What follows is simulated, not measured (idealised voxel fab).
The following process module bears the name voxel spacer lines.
Displayed cross-section: cut, width of 300 nm, square cells sized 5 nm.
Each cross-section below is a grid of square cells, stated as bands in top-down order, with one or more rows of cells making up each band. Quick guide to a band line: top height, bottom height (nm) up front; then every material left to right with its width in nm. Only one material and it's marked "throughout"? Then it fills the band edge to edge. And "air" just means empty space. For the purposes of this specification, 0 denotes the height below which the wafer in its as-received condition is composed wholly of one material, and the lowermost band, lacking a lower limit, extends downward without end, as expressed in "z 0 and below". The expression "30->40" gives the width at the extremes of the band, the first number at its top row of cells and the second at its bottom row, with the width changing by equal amounts from each row to the next in between. The cross-section has no changed cell in any step marked "everything unchanged". "Enclosed void listing" enumerates empty spaces isolated from the top, with no open way to it, that contain at least 8 cells, giving each as width x height at distance from the left edge, all three in nm. If you see something after the settings on a step's line, that's the simulator's own remark about that step. The "overlay nm" setting may appear on a step's line; for a step that uses a mask, it gives how far to the right of its planned position the mask lay, and a negative value indicates the left.
The steps planned for the process are as follows:
| 1 | RECEIVE | material Si |
| 2 | CONFORMAL_DEP | material Al2O3 | thk nm 5 |
| 3 | DIRECTIONAL_DEP | material W | thk nm 10 |
| 4 | DIRECTIONAL_DEP | material aC | thk nm 20 |
| 5 | PATTERN | tone cover | mask id MANDREL | material resist | width nm 15 | pitch nm 50 | thk nm 30 | overlay nm 0 |
| 6 | DIRECTIONAL_ETCH | etch materials aC | depth nm 20 |
| 7 | STRIP | etch materials resist |
| 8 | CONFORMAL_DEP | material SiO2 | thk nm 10 |
| 9 | DIRECTIONAL_ETCH | etch materials SiO2 | depth nm 10 |
| 10 | STRIP | etch materials aC |
| 11 | DIRECTIONAL_ETCH | etch materials W | depth nm 10 |
| 12 | STRIP | etch materials SiO2 |
| 13 | FILL_DEP | material SiO2 | thk nm 5 |
| 14 | CMP | height nm 15 |
The first of the two wafers, which ran as planned:
Cross-section of the incoming wafer, state after step 1:
    z 0 and below = Si throughout
    Enclosed void listing: none
Wafer section view after processing step 2:
    z 5 to 0 = Al2O3 throughout
    Unchanged below 0.
Wafer section view after processing step 3:
    z 15 to 5 = W throughout
    Unchanged below 5.
Wafer section view after processing step 4:
    z 35 to 15 = aC throughout
    Unchanged below 15.
Wafer section view after processing step 5:
    z 65 to 35 = air 90  resist 15  air 35  resist 15  air 35  resist 15  air 95
    Unchanged below 35.
Wafer section view after processing step 6:
    z 45 to 35 = air 90  resist 15  air 35  resist 15  air 35  resist 15  air 95
    z 35 to 15 = air 90  aC 15  air 35  aC 15  air 35  aC 15  air 95
    Unchanged below 15.
Wafer section view after processing step 7:
    z 35 to 15 = air 90  aC 15  air 35  aC 15  air 35  aC 15  air 95
    Unchanged below 15.
Wafer section view after processing step 8:
    z 45 to 35 = air 80  SiO2 35  air 15  SiO2 35  air 15  SiO2 35  air 85
    z 35 to 25 = air 80  SiO2 10  aC 15  SiO2 10  air 15  SiO2 10  aC 15  SiO2 10  air 15  SiO2 10  aC 15  SiO2 10  air 85
    z 25 to 15 = SiO2 90  aC 15  SiO2 35  aC 15  SiO2 35  aC 15  SiO2 95
    Unchanged below 15.
Wafer section view after processing step 9:
    z 35 to 15 = air 80  SiO2 10  aC 15  SiO2 10  air 15  SiO2 10  aC 15  SiO2 10  air 15  SiO2 10  aC 15  SiO2 10  air 85
    Unchanged below 15.
Wafer section view after processing step 10:
    z 35 to 15 = air 80  SiO2 10  air 15  SiO2 10  air 15  SiO2 10  air 15  SiO2 10  air 15  SiO2 10  air 15  SiO2 10  air 85
    Unchanged below 15.
Wafer section view after processing step 11:
    z 35 to 15 = air 80  SiO2 10  air 15  SiO2 10  air 15  SiO2 10  air 15  SiO2 10  air 15  SiO2 10  air 15  SiO2 10  air 85
    z 15 to 5 = air 80  W 10  air 15  W 10  air 15  W 10  air 15  W 10  air 15  W 10  air 15  W 10  air 85
    Unchanged below 5.
Wafer section view after processing step 12:
    z 15 to 5 = air 80  W 10  air 15  W 10  air 15  W 10  air 15  W 10  air 15  W 10  air 15  W 10  air 85
    Unchanged below 5.
Wafer section view after processing step 13:
    z 20 to 15 = SiO2 throughout
    z 15 to 5 = SiO2 80  W 10  SiO2 15  W 10  SiO2 15  W 10  SiO2 15  W 10  SiO2 15  W 10  SiO2 15  W 10  SiO2 85
    Unchanged below 5.
Wafer section view after processing step 14:
    z 15 to 5 = SiO2 80  W 10  SiO2 15  W 10  SiO2 15  W 10  SiO2 15  W 10  SiO2 15  W 10  SiO2 15  W 10  SiO2 85
    Unchanged below 5.
Second wafer - shared start and plan with the first - one error in running - same as the first up to step 4 inclusive:
X-section, second wafer, when step 5 was due to finish:
    z 65 to 35 = air 100  resist 15  air 35  resist 15  air 35  resist 15  air 85
    Unchanged below 35.
X-section, second wafer, when step 6 was due to finish:
    z 45 to 35 = air 100  resist 15  air 35  resist 15  air 35  resist 15  air 85
    z 35 to 15 = air 100  aC 15  air 35  aC 15  air 35  aC 15  air 85
    Unchanged below 15.
X-section, second wafer, when step 7 was due to finish:
    z 35 to 15 = air 100  aC 15  air 35  aC 15  air 35  aC 15  air 85
    Unchanged below 15.
X-section, second wafer, when step 8 was due to finish:
    z 45 to 35 = air 90  SiO2 35  air 15  SiO2 35  air 15  SiO2 35  air 75
    z 35 to 25 = air 90  SiO2 10  aC 15  SiO2 10  air 15  SiO2 10  aC 15  SiO2 10  air 15  SiO2 10  aC 15  SiO2 10  air 75
    z 25 to 15 = SiO2 100  aC 15  SiO2 35  aC 15  SiO2 35  aC 15  SiO2 85
    Unchanged below 15.
X-section, second wafer, when step 9 was due to finish:
    z 35 to 15 = air 90  SiO2 10  aC 15  SiO2 10  air 15  SiO2 10  aC 15  SiO2 10  air 15  SiO2 10  aC 15  SiO2 10  air 75
    Unchanged below 15.
X-section, second wafer, when step 10 was due to finish:
    z 35 to 15 = air 90  SiO2 10  air 15  SiO2 10  air 15  SiO2 10  air 15  SiO2 10  air 15  SiO2 10  air 15  SiO2 10  air 75
    Unchanged below 15.
X-section, second wafer, when step 11 was due to finish:
    z 35 to 15 = air 90  SiO2 10  air 15  SiO2 10  air 15  SiO2 10  air 15  SiO2 10  air 15  SiO2 10  air 15  SiO2 10  air 75
    z 15 to 5 = air 90  W 10  air 15  W 10  air 15  W 10  air 15  W 10  air 15  W 10  air 15  W 10  air 75
    Unchanged below 5.
X-section, second wafer, when step 12 was due to finish:
    z 15 to 5 = air 90  W 10  air 15  W 10  air 15  W 10  air 15  W 10  air 15  W 10  air 15  W 10  air 75
    Unchanged below 5.
X-section, second wafer, when step 13 was due to finish:
    z 20 to 15 = SiO2 throughout
    z 15 to 5 = SiO2 90  W 10  SiO2 15  W 10  SiO2 15  W 10  SiO2 15  W 10  SiO2 15  W 10  SiO2 15  W 10  SiO2 75
    Unchanged below 5.
X-section, second wafer, when step 14 was due to finish:
    z 15 to 5 = SiO2 90  W 10  SiO2 15  W 10  SiO2 15  W 10  SiO2 15  W 10  SiO2 15  W 10  SiO2 15  W 10  SiO2 75
    Unchanged below 5.
Error vs. plan: step 5 ran differently from the plan; actual operation with settings: PATTERN | tone cover | mask id MANDREL | material resist | width nm 15 | pitch nm 50 | thk nm 30 | overlay nm 10
If you tally the cells, the second wafer ends up with the same amount of every material as the first; it's all just sitting in different places.
